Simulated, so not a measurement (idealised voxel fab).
This is a process module. Its name is voxel wiring stack.
Displayed cross-section: cut, width of 240 nm, square cells sized 5 nm.
Bands, listed from the top down, are how a cross-section gets written in this document; the cross-section itself is a grid of square cells, and a band is one or more rows of them.
Look at the band entry: it leads with the top's height and the bottom's height in nm. Then it lists the materials left to right, with a width in nm for each. The word "all across" on a single material says that material fills the band edge to edge. The word "air" is empty space.
We count height from 0. Below that, the starting wafer is all one material. The lowest band never ends at the bottom but goes on down; see "from 0 down" for how that is written.
A width given as "30->40" starts at the first number in the band's top row and ends at the second number in its bottom row, shifting by an equal amount at every step from row to row.
Key: "left unchanged" - step with no changed cell in the cross-section.
For the entry "Sealed cavities", the listed items are empty spaces with no open way to the top whose size is 8 cells or more; each item follows the pattern width x height at distance, where distance is from the left edge and all three are in nm.
Where a step's line continues beyond its settings, the continuation is a remark by the simulator itself on that step.
On any step carrying a mask, the "overlay nm" setting, if present on the step's line, tells how far right of its planned place the mask lay; negative values point to the left.
## Steps in the process plan
1. RECEIVE | material Si
2. CONFORMAL_DEP | material SiO2 | thk nm 15
3. CONFORMAL_DEP | material SiCN | thk nm 5
4. DIRECTIONAL_DEP | material lowk | thk nm 20
5. PATTERN | tone open | mask id METAL_1 | material resist | width nm 20 | pitch nm 45 | thk nm 15 | overlay nm 0
6. DIRECTIONAL_ETCH | etch materials lowk | depth nm 20
7. DIRECTIONAL_ETCH | etch materials SiCN | depth nm 5
8. STRIP | etch materials resist
9. CONFORMAL_DEP | material TiN | thk nm 5
10. FILL_DEP | material Cu | thk nm 10
11. CMP | height nm 40
12. EPI | material Ru | thk nm 5
13. FILL_DEP | material SiCN | thk nm 5
14. DIRECTIONAL_DEP | material SiO2 | thk nm 25
15. MASKED_ETCH | tone open | mask id METAL_2 | width nm 20 | pitch nm 45 | etch materials SiO2 | depth nm 15 | overlay nm 0
16. PATTERN | tone open | mask id METAL_2_HOLES | material resist | width nm 15 | pitch nm 45 | thk nm 20 | overlay nm 0
17. DIRECTIONAL_ETCH | etch materials SiO2 | depth nm 10
18. DIRECTIONAL_ETCH | etch materials SiCN | depth nm 5
19. STRIP | etch materials resist
20. CONFORMAL_DEP | material TiN | thk nm 5
21. FILL_DEP | material Cu | thk nm 10
22. CMP | height nm 75
23. CONFORMAL_DEP | material SiCN | thk nm 5
24. DIRECTIONAL_DEP | material SiO2 | thk nm 30
25. PATTERN | tone open | mask id METAL_3 | material resist | width nm 20 | pitch nm 45 | thk nm 20 | overlay nm 0
26. DIRECTIONAL_ETCH | etch materials SiO2 | depth nm 20
27. STRIP | etch materials resist
28. MASKED_ETCH | tone open | mask id METAL_3_HOLES | width nm 15 | pitch nm 45 | etch materials SiO2 | depth nm 10 | overlay nm 0
29. MASKED_ETCH | tone open | mask id METAL_3_HOLES | width nm 15 | pitch nm 45 | etch materials SiCN | depth nm 5 | overlay nm 0
30. CONFORMAL_DEP | material TiN | thk nm 5
31. FILL_DEP | material Cu | thk nm 10
32. CMP | height nm 110
33. CONFORMAL_DEP | material SiCN | thk nm 5
## As-received state of the wafer in cross-section, equivalent to post-step 1
- from 0 down  Si all across
- Sealed cavities: none
## This is how the wafer looks in cross-section once the module is done, given the starting state and plan above and one mistake in carrying the plan out
- from 115 to 110  SiCN all across
- from 110 to 95  SiO2 65, then TiN 5, then Cu 10, then TiN 5, then SiO2 25, then TiN 5, then Cu 10, then TiN 5, then SiO2 25, then TiN 5, then Cu 10, then TiN 5, then SiO2 65
- from 95 to 90  SiO2 65, then TiN 5, then Cu 5, then TiN 10, then SiO2 25, then TiN 5, then Cu 5, then TiN 10, then SiO2 25, then TiN 5, then Cu 5, then TiN 10, then SiO2 65
- from 90 to 80  SiO2 65, then TiN 5, then Cu 5, then TiN 5, then SiO2 30, then TiN 5, then Cu 5, then TiN 5, then SiO2 30, then TiN 5, then Cu 5, then TiN 5, then SiO2 70
- from 80 to 75  SiCN 65, then TiN 15, then SiCN 30, then TiN 15, then SiCN 30, then TiN 15, then SiCN 70
- from 75 to 70  Cu all across
- from 70 to 65  TiN 70, then Cu 10, then TiN 35, then Cu 10, then TiN 35, then Cu 10, then TiN 70
- from 65 to 60  SiO2 65, then TiN 20, then SiO2 25, then TiN 20, then SiO2 25, then TiN 20, then SiO2 65
- from 60 to 50  SiO2 80, then TiN 5, then SiO2 40, then TiN 5, then SiO2 40, then TiN 5, then SiO2 65
- from 50 to 45  SiCN 80, then TiN 5, then SiCN 40, then TiN 5, then SiCN 40, then TiN 5, then SiCN 65
- from 45 to 40  SiCN 60, then Ru 30, then SiCN 15, then Ru 30, then SiCN 15, then Ru 30, then SiCN 60
- from 40 to 20  lowk 65, then TiN 5, then Cu 10, then TiN 5, then lowk 25, then TiN 5, then Cu 10, then TiN 5, then lowk 25, then TiN 5, then Cu 10, then TiN 5, then lowk 65
- from 20 to 15  SiCN 65, then TiN 20, then SiCN 25, then TiN 20, then SiCN 25, then TiN 20, then SiCN 65
- from 15 to 0  SiO2 all across
- from 0 down  Si all across
- Sealed cavities: none
Against the plan, the run slipped here: step 16: run off-plan, actual operation and settings PATTERN | tone cover | mask id METAL_2_HOLES | material resist | width nm 15 | pitch nm 45 | thk nm 20 | overlay nm 0
